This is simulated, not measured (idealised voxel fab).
Process module under the name voxel self aligned vias
Cross-sectional view cut (width: 180 nm; square cell size: 5 nm).
The cross-sections in this document take the form of a grid made of square cells. They are written out as bands, in order from top to bottom. Each band consists of one or more rows of cells. What a band's entry tells you: where the top is and where the bottom is, as heights in nm, and after that what lies inside, material by material from left to right, each with its width in nm. Empty space is written as the word "empty", and a single material marked with the word "throughout" occupies the band from edge to edge. Heights are measured from 0, the level below which the as-received wafer is all one material; the lowest band has no bottom and continues downward, written as in "from 0 down". When a width is written as two numbers, as in "30 to 40", the first number is the width in the top row of cells of the band and the second is the width in its bottom row, and the width changes by the same amount from each row to the next. "nothing was modified" means the step left every cell of the cross-section as it was. Entry "Trapped void list" = empty spaces >= 8 cells with no open way to the top; each as width x height at distance, distance from left edge, all nm. The remark found on a step's line after its settings is issued by the simulator itself and pertains to that step. overlay nm: for a step with a mask, the amount by which the mask lay right of where it was planned; a negative amount means left of it.
[These are the steps we planned for the process]
1,RECEIVE: material Si
2,CONFORMAL_DEP: material SiO2, thk nm 15
3,CONFORMAL_DEP: material SiCN, thk nm 5
4,DIRECTIONAL_DEP: material SiO2, thk nm 25
5,PATTERN: tone open, mask id LINES, material resist, width nm 15, pitch nm 70, thk nm 20, overlay nm 0
6,DIRECTIONAL_ETCH: etch materials SiO2, depth nm 25
7,STRIP: etch materials resist
8,CONFORMAL_DEP: material TiN, thk nm 5
9,FILL_DEP: material Ru, thk nm 5
10,CMP: height nm 45
11,SELECTIVE_ETCH: etch materials W Ru TiN, depth nm 5
12,FILL_DEP: material SiN, thk nm 5
13,CMP: height nm 45
14,DIRECTIONAL_DEP: material SiO2, thk nm 15
15,PATTERN: tone open, mask id VIAS, material resist, width nm 40, pitch nm 70, thk nm 20, overlay nm 0
16,DIRECTIONAL_ETCH: etch materials SiO2, depth nm 15
17,DIRECTIONAL_ETCH: etch materials SiN, depth nm 5
18,STRIP: etch materials resist
19,CONFORMAL_DEP: material TiN, thk nm 5
20,FILL_DEP: material Cu, thk nm 10
21,CMP: height nm 60
22,CONFORMAL_DEP: material SiN, thk nm 5
It is noted that the wafers described herein are identical at the outset and are distinguished by the width nm of step 5; the value stated in the plan corresponds to the first wafer.
[Cross-section of the first of several wafers on receipt, reflecting completion of step 1]
    from 0 down: Si throughout
    Trapped void list: none
[Post step 22, the closing step of the module: first of several wafers, cross-sectioned]
    from 65 to 60: SiN throughout
    from 60 to 50: SiO2 35; TiN 5; Cu 30; TiN 5; SiO2 30; TiN 5; Cu 30; TiN 5; SiO2 35
    from 50 to 45: SiO2 35; TiN 20; Cu 5; TiN 15; SiO2 30; TiN 20; Cu 5; TiN 15; SiO2 35
    from 45 to 40: SiO2 50; TiN 15; SiO2 55; TiN 15; SiO2 45
    from 40 to 25: SiO2 50; TiN 5; Ru 5; TiN 5; SiO2 55; TiN 5; Ru 5; TiN 5; SiO2 45
    from 25 to 20: SiO2 50; TiN 15; SiO2 55; TiN 15; SiO2 45
    from 20 to 15: SiCN throughout
    from 15 to 0: SiO2 throughout
    from 0 down: Si throughout
    Trapped void list: none
[End of module: cross-section, last of several wafers]
    from 65 to 60: SiN throughout
    from 60 to 50: SiO2 35; TiN 5; Cu 30; TiN 5; SiO2 30; TiN 5; Cu 30; TiN 5; SiO2 35
    from 50 to 45: SiO2 35; TiN 10; Cu 25; TiN 5; SiO2 30; TiN 10; Cu 25; TiN 5; SiO2 35
    from 45 to 40: SiO2 40; TiN 35; SiO2 35; TiN 35; SiO2 35
    from 40 to 25: SiO2 40; TiN 5; Ru 25; TiN 5; SiO2 35; TiN 5; Ru 25; TiN 5; SiO2 35
    from 25 to 20: SiO2 40; TiN 35; SiO2 35; TiN 35; SiO2 35
    from 20 to 15: SiCN throughout
    from 15 to 0: SiO2 throughout
    from 0 down: Si throughout
    Trapped void list: none
[Below: a row per wafer. Contents at end of module: for every material, cells gained since receipt (+) or lost since receipt (-); then closed voids]
width nm 15 | +26 Cu | +6 Ru | +36 SiCN | +36 SiN | +318 SiO2 | +46 TiN | Trapped void list: none
width nm 20 | +28 Cu | +12 Ru | +36 SiCN | +36 SiN | +308 SiO2 | +48 TiN | Trapped void list: none
width nm 25 | +30 Cu | +18 Ru | +36 SiCN | +36 SiN | +298 SiO2 | +50 TiN | Trapped void list: none
width nm 30 | +32 Cu | +24 Ru | +36 SiCN | +36 SiN | +288 SiO2 | +52 TiN | Trapped void list: none
width nm 35 | +34 Cu | +30 Ru | +36 SiCN | +36 SiN | +278 SiO2 | +54 TiN | Trapped void list: none
